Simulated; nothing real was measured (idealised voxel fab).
The document below concerns the process module designated voxel capacitor over wiring.
For reference, the cross-section in this document is cut, with width 275 nm and square cells of 5 nm.
Cross-section spec: square-cell grid; bands listed top down; each band is one or more rows. Band: top and bottom heights (nm) first, top before bottom; then materials from left to right, widths in nm. "all across" marks a sole material filling the band edge to edge. "air" denotes empty space. Heights from 0 (as-received wafer is one material below). Bottom band endless downward, as "0..down". The width entry "30..40" should be interpreted row by row: the top row of cells in the band takes the first number, the bottom row takes the second number, and the change between adjacent rows is uniform throughout. The cross-section has no changed cell in any step marked "remained the same". "Sealed voids" lists enclosed empty spaces (at least 8 cells, no open path upward to the top), each as width x height at distance from the left edge, in nm. That trailing text on a step's line, after the settings, is the simulator's own remark on the step. For masked steps, "overlay nm" on the step line gives how far right of plan the mask actually lay; a minus sign means it lay to the left.
PLANNED PROCESS STEPS
1,RECEIVE: material Si
2,CONFORMAL_DEP: material SiO2, thk nm 15
3,CONFORMAL_DEP: material SiCN, thk nm 5
4,DIRECTIONAL_DEP: material lowk, thk nm 25
5,PATTERN: tone open, mask id METAL_1, material resist, width nm 20, pitch nm 80, thk nm 15, overlay nm 0
6,DIRECTIONAL_ETCH: etch materials lowk, depth nm 25
7,DIRECTIONAL_ETCH: etch materials SiCN, depth nm 5
8,STRIP: etch materials resist
9,CONFORMAL_DEP: material TiN, thk nm 5
10,FILL_DEP: material W, thk nm 10
11,CMP: height nm 45
12,EPI: material Ru, thk nm 5
13,FILL_DEP: material SiCN, thk nm 5
14,DIRECTIONAL_DEP: material SiO2, thk nm 10
15,PATTERN: tone open, mask id PLUG_1, material resist, width nm 15, thk nm 15, overlay nm 0
16,DIRECTIONAL_ETCH: etch materials SiO2, depth nm 10
17,DIRECTIONAL_ETCH: etch materials SiCN, depth nm 5
18,STRIP: etch materials resist
19,CONFORMAL_DEP: material TiN, thk nm 5
20,FILL_DEP: material W, thk nm 5
21,CMP: height nm 65
22,DIRECTIONAL_DEP: material TiN, thk nm 5
23,DIRECTIONAL_DEP: material SiN, thk nm 5
24,DIRECTIONAL_DEP: material TiN, thk nm 10
25,DIRECTIONAL_DEP: material aC, thk nm 15
26,PATTERN: tone cover, mask id UPPER_PLATE, material resist, width nm 65, thk nm 30, overlay nm 0
27,DIRECTIONAL_ETCH: etch materials aC, depth nm 15
28,STRIP: etch materials resist
29,DIRECTIONAL_ETCH: etch materials TiN, depth nm 10
30,DIRECTIONAL_ETCH: etch materials SiN, depth nm 5
31,STRIP: etch materials aC
32,PATTERN: tone cover, mask id LOWER_PLATE, material resist, width nm 75, thk nm 15, overlay nm 0
33,DIRECTIONAL_ETCH: etch materials TiN, depth nm 5
34,STRIP: etch materials resist
35,FILL_DEP: material SiO2, thk nm 15
36,CMP: height nm 95
37,MASKED_ETCH: tone open, mask id PLUG_2, width nm 15, etch materials SiO2, depth nm 10, overlay nm 0
38,CONFORMAL_DEP: material TiN, thk nm 5
39,FILL_DEP: material Ru, thk nm 5
40,CMP: height nm 95
41,CONFORMAL_DEP: material SiN, thk nm 5
CROSS-SECTIONAL VIEW OF THE WAFER IN ITS AS-RECEIVED CONDITION, CORRESPONDING TO THE STATE AFTER STEP 1
0..down = Si all across
Sealed voids: none
THIS IS HOW THE WAFER LOOKS IN CROSS-SECTION ONCE THE MODULE IS DONE, GIVEN THE STARTING STATE AND PLAN ABOVE AND ONE MISTAKE IN CARRYING THE PLAN OUT
100..95 = SiN all across
95..90 = SiO2: 100, TiN: 5, Ru: 5, TiN: 5, SiO2: 160
90..85 = SiO2: 100, TiN: 15, SiO2: 160
85..75 = SiO2: 90, TiN: 65, SiO2: 120
75..70 = SiO2: 90, SiN: 65, SiO2: 120
70..65 = SiO2: 85, TiN: 75, SiO2: 115
65..60 = Ru all across
60..50 = W all across
50..45 = TiN: 90, W: 10, TiN: 70, W: 10, TiN: 95
45..20 = lowk: 85, TiN: 5, W: 10, TiN: 5, lowk: 60, TiN: 5, W: 10, TiN: 5, lowk: 90
20..15 = SiCN: 85, TiN: 20, SiCN: 60, TiN: 20, SiCN: 90
15..0 = SiO2 all across
0..down = Si all across
Sealed voids: none
So what did we get wrong on this run? step 11 from the plan never happened, it was just skipped
